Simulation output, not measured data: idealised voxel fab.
The process module that follows is named voxel wiring stack.
285 nm wide, 5 nm square cells: that's cross-section cut.
Square cells in a grid make up a cross-section in this document, and the grid is given as bands, listed from the top down, each one or more rows of cells. Band: top height; bottom height; in nm. Then, left to right: material with width in nm, for each material. "full width": a single material spanning edge to edge. "air": empty space. Heads up on the height convention: 0 is the point under which the incoming wafer is all one material, and the lowest band has no bottom, it just keeps going down, like "0 nm and below". Read "30 to 40" as a graded width: first number on top, second number at the bottom, same change between each pair of neighbouring rows. The cross-section has no changed cell in any step marked "left unchanged". Heads up: "Sealed void inventory" only lists the empty pockets with no open path to the top that are 8 cells or more, and it writes them as width x height at distance, distance from the left edge, in nm. On each step's line, the part that comes after the settings is the simulator's own comment on the step. overlay nm, on a step with a mask: how far to the right of its planned place the mask lay; to the left if negative.

SET OUT BELOW ARE THE PLANNED STEPS OF THE PROCESS
1: op RECEIVE | material Si
2: op CONFORMAL_DEP | material SiO2 | thk nm 15
3: op CONFORMAL_DEP | material SiN | thk nm 5
4: op DIRECTIONAL_DEP | material SiO2 | thk nm 20
5: op DIRECTIONAL_DEP | material aC | thk nm 15
6: op PATTERN | tone open | mask id METAL_1 | material resist | width nm 25 | pitch nm 50 | thk nm 35 | overlay nm 0
7: op DIRECTIONAL_ETCH | etch materials aC | depth nm 15
8: op STRIP | etch materials resist
9: op DIRECTIONAL_ETCH | etch materials SiO2 | depth nm 20
10: op DIRECTIONAL_ETCH | etch materials SiN | depth nm 5
11: op STRIP | etch materials aC
12: op CONFORMAL_DEP | material TiN | thk nm 5
13: op FILL_DEP | material W | thk nm 5
14: op CMP | height nm 40
15: op EPI | material Ru | thk nm 5
16: op FILL_DEP | material SiCN | thk nm 5
17: op DIRECTIONAL_DEP | material SiO2 | thk nm 15
18: op PATTERN | tone open | mask id PLUG_1 | material resist | width nm 15 | pitch nm 50 | thk nm 20 | overlay nm 0
19: op DIRECTIONAL_ETCH | etch materials SiO2 | depth nm 15
20: op DIRECTIONAL_ETCH | etch materials SiCN | depth nm 5
21: op STRIP | etch materials resist
22: op CONFORMAL_DEP | material TiN | thk nm 5
23: op FILL_DEP | material Ru | thk nm 10
24: op CMP | height nm 65
25: op CONFORMAL_DEP | material SiN | thk nm 5
26: op DIRECTIONAL_DEP | material lowk | thk nm 20
27: op MASKED_ETCH | tone open | mask id METAL_2 | width nm 25 | pitch nm 50 | etch materials lowk | depth nm 20 | overlay nm -15
28: op MASKED_ETCH | tone open | mask id METAL_2 | width nm 25 | pitch nm 50 | etch materials SiN | depth nm 5 | overlay nm 0
29: op CONFORMAL_DEP | material TiN | thk nm 5
30: op FILL_DEP | material Cu | thk nm 5
31: op CMP | height nm 90
32: op CONFORMAL_DEP | material SiCN | thk nm 5
Don't read the plan's overlay nm for step 27 as applying to every wafer: that's the first wafer's value, and the wafers differ in it, though they all start identical.

CROSS-SECTION OF THE FIRST OF SEVERAL WAFERS ON RECEIPT, REFLECTING COMPLETION OF STEP 1
0 nm and below  Si full width
Sealed void inventory: none

MODULE FINISHED, LAST STEP 32 DONE: CROSS-SECTION OF THE FIRST OF SEVERAL WAFERS
95 nm to 90 nm  SiCN full width
90 nm to 75 nm  lowk=65; TiN=5; Cu=15; TiN=5; lowk=25; TiN=5; Cu=15; TiN=5; lowk=25; TiN=5; Cu=15; TiN=5; lowk=95
75 nm to 70 nm  lowk=65; TiN=25; lowk=25; TiN=25; lowk=25; TiN=25; lowk=95
70 nm to 65 nm  SiN=80; TiN=10; SiN=40; TiN=10; SiN=40; TiN=10; SiN=95
65 nm to 50 nm  SiO2=80; TiN=5; Ru=5; TiN=5; SiO2=35; TiN=5; Ru=5; TiN=5; SiO2=35; TiN=5; Ru=5; TiN=5; SiO2=90
50 nm to 45 nm  SiCN=80; TiN=15; SiCN=35; TiN=15; SiCN=35; TiN=15; SiCN=90
45 nm to 40 nm  SiCN=75; Ru=35; SiCN=15; Ru=35; SiCN=15; Ru=35; SiCN=75
40 nm to 20 nm  SiO2=80; TiN=5; W=15; TiN=5; SiO2=25; TiN=5; W=15; TiN=5; SiO2=25; TiN=5; W=15; TiN=5; SiO2=80
20 nm to 15 nm  SiN=80; TiN=25; SiN=25; TiN=25; SiN=25; TiN=25; SiN=80
15 nm to 0 nm  SiO2 full width
0 nm and below  Si full width
Sealed void inventory: none

CROSS-SECTION AT MODULE COMPLETION, LAST WAFER
95 nm to 90 nm  SiCN full width
90 nm to 75 nm  lowk=95; TiN=5; Cu=15; TiN=5; lowk=25; TiN=5; Cu=15; TiN=5; lowk=25; TiN=5; Cu=15; TiN=5; lowk=65
75 nm to 70 nm  lowk=95; TiN=25; lowk=25; TiN=25; lowk=25; TiN=25; lowk=65
70 nm to 65 nm  SiN=95; TiN=10; SiN=40; TiN=10; SiN=40; TiN=10; SiN=80
65 nm to 50 nm  SiO2=80; TiN=5; Ru=5; TiN=5; SiO2=35; TiN=5; Ru=5; TiN=5; SiO2=35; TiN=5; Ru=5; TiN=5; SiO2=90
50 nm to 45 nm  SiCN=80; TiN=15; SiCN=35; TiN=15; SiCN=35; TiN=15; SiCN=90
45 nm to 40 nm  SiCN=75; Ru=35; SiCN=15; Ru=35; SiCN=15; Ru=35; SiCN=75
40 nm to 20 nm  SiO2=80; TiN=5; W=15; TiN=5; SiO2=25; TiN=5; W=15; TiN=5; SiO2=25; TiN=5; W=15; TiN=5; SiO2=80
20 nm to 15 nm  SiN=80; TiN=25; SiN=25; TiN=25; SiN=25; TiN=25; SiN=80
15 nm to 0 nm  SiO2 full width
0 nm and below  Si full width
Sealed void inventory: none

PER WAFER, END OF MODULE: CELLS GAINED (+) OR LOST (-) PER MATERIAL SINCE RECEIPT, THEN CLOSED VOIDS
overlay nm -15, +27 Cu, +30 Ru, +141 SiCN, +93 SiN, +483 SiO2, +105 TiN, +36 W, +168 lowk, Sealed void inventory: none
overlay nm -10, +30 Cu, +30 Ru, +141 SiCN, +90 SiN, +483 SiO2, +105 TiN, +36 W, +168 lowk, Sealed void inventory: none
overlay nm -5, +33 Cu, +30 Ru, +141 SiCN, +87 SiN, +483 SiO2, +105 TiN, +36 W, +168 lowk, Sealed void inventory: none
overlay nm 0, +36 Cu, +30 Ru, +141 SiCN, +84 SiN, +483 SiO2, +105 TiN, +36 W, +168 lowk, Sealed void inventory: none
overlay nm 5, +33 Cu, +30 Ru, +141 SiCN, +87 SiN, +483 SiO2, +105 TiN, +36 W, +168 lowk, Sealed void inventory: none
overlay nm 10, +30 Cu, +30 Ru, +141 SiCN, +90 SiN, +483 SiO2, +105 TiN, +36 W, +168 lowk, Sealed void inventory: none
overlay nm 15, +27 Cu, +30 Ru, +141 SiCN, +93 SiN, +483 SiO2, +105 TiN, +36 W, +168 lowk, Sealed void inventory: none
